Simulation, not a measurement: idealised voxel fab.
Name of the process module below: voxel transistor to metal
Displayed cross-section: cut, width of 270 nm, square cells sized 5 nm.
When this document writes out a cross-section, it uses a grid of square cells and lists it as bands, beginning at the top and moving down, with a band standing for one or more rows of cells.
Look at the band entry: it leads with the top's height and the bottom's height in nm. Then it lists the materials left to right, with a width in nm for each. The word "all across" on a single material says that material fills the band edge to edge. The word "blank" is empty space.
Heads up on the height convention: 0 is the point under which the incoming wafer is all one material, and the lowest band has no bottom, it just keeps going down, like "0 and below".
Width "30->40": first value at the band's top row of cells, second value at its bottom row, equal change from row to row.
"no alteration" for a step: no cell of the cross-section changed in that step.
Enclosed void listing: empty space of 8 cells or more with no open way to the top, each as width x height at its distance from the left edge, in nm
It should be noted that, on the line of a given step, the content following the step's settings is a remark produced by the simulator itself with respect to that step.
A step line may carry the setting "overlay nm", which, for steps involving a mask, states the distance by which the mask lay to the right of its intended position; negative values denote displacement to the left.
# These are the steps we planned for the process
step 1: RECEIVE,material Si
step 2: OXIDIZE,depth nm 5
step 3: CONFORMAL_DEP,material SiN,thk nm 15
step 4: DIRECTIONAL_DEP,material aC,thk nm 5
step 5: PATTERN,tone cover,mask id ACTIVE,material resist,width nm 105,pitch nm 135,thk nm 30,overlay nm 0
step 6: DIRECTIONAL_ETCH,etch materials aC,depth nm 10
step 7: STRIP,etch materials resist
step 8: DIRECTIONAL_ETCH,etch materials SiN,depth nm 15
step 9: DIRECTIONAL_ETCH,etch materials SiO2,depth nm 5
step 10: DIRECTIONAL_ETCH,etch materials Si,depth nm 35
step 11: STRIP,etch materials aC
step 12: OXIDIZE,depth nm 5
step 13: FILL_DEP,material SiO2,thk nm 15
step 14: CMP,height nm 15
step 15: SELECTIVE_ETCH,etch materials SiO2,depth nm 15
step 16: STRIP,etch materials SiN
step 17: SELECTIVE_ETCH,etch materials SiO2,depth nm 5
step 18: OXIDIZE,depth nm 5
step 19: DIRECTIONAL_DEP,material polySi,thk nm 25
step 20: DIRECTIONAL_DEP,material SiCN,thk nm 10
step 21: PATTERN,tone cover,mask id GATE,material resist,width nm 25,pitch nm 135,thk nm 15,overlay nm 0
step 22: DIRECTIONAL_ETCH,etch materials SiCN,depth nm 20
step 23: DIRECTIONAL_ETCH,etch materials polySi,depth nm 35
step 24: STRIP,etch materials resist
step 25: CONFORMAL_DEP,material SiO2,thk nm 5
step 26: DIRECTIONAL_ETCH,etch materials SiO2,depth nm 5
step 27: CONFORMAL_DEP,material SiN,thk nm 5
step 28: DIRECTIONAL_ETCH,etch materials SiN,depth nm 5
step 29: DIRECTIONAL_ETCH,etch materials SiO2,depth nm 5
step 30: DIRECTIONAL_ETCH,etch materials Si,depth nm 10
step 31: EPI,material pSi,thk nm 15
step 32: FILL_DEP,material SiO2,thk nm 5
step 33: CMP,height nm 30
step 34: DIRECTIONAL_DEP,material SiO2,thk nm 10
step 35: MASKED_ETCH,tone open,mask id CONTACT,width nm 15,etch materials SiO2,depth nm 45,overlay nm 0
step 36: CONFORMAL_DEP,material TiN,thk nm 5
step 37: FILL_DEP,material W,thk nm 10
step 38: CMP,height nm 40
step 39: DIRECTIONAL_DEP,material TiN,thk nm 5
step 40: DIRECTIONAL_DEP,material W,thk nm 25
step 41: PATTERN,tone cover,mask id METAL_1,material resist,width nm 15,thk nm 20,overlay nm 0
step 42: DIRECTIONAL_ETCH,etch materials W,depth nm 25
step 43: DIRECTIONAL_ETCH,etch materials TiN,depth nm 5
step 44: STRIP,etch materials resist
step 45: CONFORMAL_DEP,material SiCN,thk nm 5
step 46: FILL_DEP,material SiO2,thk nm 5
step 47: CMP,height nm 70
step 48: CONFORMAL_DEP,material SiCN,thk nm 5
Keep in mind the plan's value for the thk nm of step 4 comes from the first wafer; the wafers don't share that setting, but they do share the same starting point.
# The first of several wafers as received, shown in cross-section; this is its state after step 1
    0 and below = Si all across
    Enclosed void listing: none
# wafer rows; end of module; cells per material since receipt: (+) gained, (-) lost; then closed voids
thk nm 5; -260 Si; +156 SiCN; +28 SiN; +576 SiO2; +88 TiN; +84 W; +88 pSi; +50 polySi; Enclosed void listing: none
thk nm 10; -260 Si; +156 SiCN; +28 SiN; +576 SiO2; +88 TiN; +84 W; +88 pSi; +50 polySi; Enclosed void listing: none
thk nm 15; -180 Si; +156 SiCN; +28 SiN; +452 SiO2; +88 TiN; +84 W; +132 pSi; +50 polySi; Enclosed void listing: none
thk nm 20; -180 Si; +156 SiCN; +28 SiN; +452 SiO2; +88 TiN; +84 W; +132 pSi; +50 polySi; Enclosed void listing: none
thk nm 25; -180 Si; +156 SiCN; +28 SiN; +452 SiO2; +88 TiN; +84 W; +132 pSi; +50 polySi; Enclosed void listing: none
